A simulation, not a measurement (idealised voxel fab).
process module | voxel self aligned contacts
cross-section cut | 300 nm wide | cells 5 nm
A cross-section is a grid of square cells, given in bands from the top down. A band is one or more rows of cells.
Each band's line starts with the height of the band's top and of its bottom, in nm. Then come its materials from left to right, each with its width in nm. One material with "throughout" fills the band from edge to edge. "air" is empty space.
Height 0 is the level under which the wafer as received is all one material. The lowest band goes on downwards, as in "0 down".
A width such as "30 to 40" changes by the same amount from each row of cells to the next, from the band's top row to its bottom row.
"no change" after a step means that no cell of the cross-section changed.
closed voids: empty space of 8 cells or more with no open way to the top, each as width x height at its distance from the left edge, in nm
after a step's settings: what the simulator itself notes on the step
overlay nm, on a step with a mask: how far to the right of its planned place the mask lay; to the left if negative
plan
1 op RECEIVE | material Si
2 op OXIDIZE | depth nm 5
3 op DIRECTIONAL_DEP | material polySi | thk nm 30
4 op DIRECTIONAL_DEP | material SiN | thk nm 20
5 op DIRECTIONAL_DEP | material aC | thk nm 10
6 op PATTERN | tone cover | mask id GATE | material resist | width nm 25 | pitch nm 50 | thk nm 25 | overlay nm 0
7 op DIRECTIONAL_ETCH | etch materials aC | depth nm 10
8 op STRIP | etch materials resist
9 op DIRECTIONAL_ETCH | etch materials SiN | depth nm 20
10 op DIRECTIONAL_ETCH | etch materials polySi | depth nm 30
11 op STRIP | etch materials aC
12 op CONFORMAL_DEP | material SiN | thk nm 5
13 op DIRECTIONAL_ETCH | etch materials SiN | depth nm 5
14 op FILL_DEP | material SiO2 | thk nm 10
15 op CMP | height nm 55
16 op PATTERN | tone open | mask id CONTACT | material resist | width nm 35 | pitch nm 50 | thk nm 15 | overlay nm 0
17 op DIRECTIONAL_ETCH | etch materials SiO2 | depth nm 60
18 op STRIP | etch materials resist
19 op CONFORMAL_DEP | material TiN | thk nm 5
20 op FILL_DEP | material W | thk nm 5
21 op CMP | height nm 55
22 op CONFORMAL_DEP | material SiCN | thk nm 5
as received, after step 1
  0 down: Si throughout
  closed voids: none
first wafer at the end, as planned
  60 to 55: SiCN throughout
  55 to 50: SiO2 105 | TiN 15 | W 5 | TiN 15 | SiO2 15 | TiN 15 | W 5 | TiN 15 | SiO2 110
  50 to 30: SiO2 80 | SiN 35 | TiN 5 | W 5 | TiN 5 | SiN 35 | TiN 5 | W 5 | TiN 5 | SiN 35 | SiO2 85
  30 to 0: SiO2 80 | SiN 5 | polySi 25 | SiN 5 | TiN 5 | W 5 | TiN 5 | SiN 5 | polySi 25 | SiN 5 | TiN 5 | W 5 | TiN 5 | SiN 5 | polySi 25 | SiN 5 | SiO2 85
  0 to -5: SiO2 115 | TiN 15 | SiO2 35 | TiN 15 | SiO2 120
  -5 down: Si throughout
  closed voids: none
second wafer at the end: like start, like plan, one mistake
  60 to 55: SiCN throughout
  55 to 50: W throughout
  50 to 45: TiN 120 | W 5 | TiN 45 | W 5 | TiN 125
  45 to 30: SiO2 80 | SiN 35 | TiN 5 | W 5 | TiN 5 | SiN 35 | TiN 5 | W 5 | TiN 5 | SiN 35 | SiO2 85
  30 to 0: SiO2 80 | SiN 5 | polySi 25 | SiN 5 | TiN 5 | W 5 | TiN 5 | SiN 5 | polySi 25 | SiN 5 | TiN 5 | W 5 | TiN 5 | SiN 5 | polySi 25 | SiN 5 | SiO2 85
  0 to -5: SiO2 115 | TiN 15 | SiO2 35 | TiN 15 | SiO2 120
  -5 down: Si throughout
  closed voids: none
what went wrong: step 15 ran as: op CMP | height nm 45
at the end the second wafer has, in cells: 21 fewer of SiN | 79 fewer of SiO2 | 42 more of TiN | 58 more of W
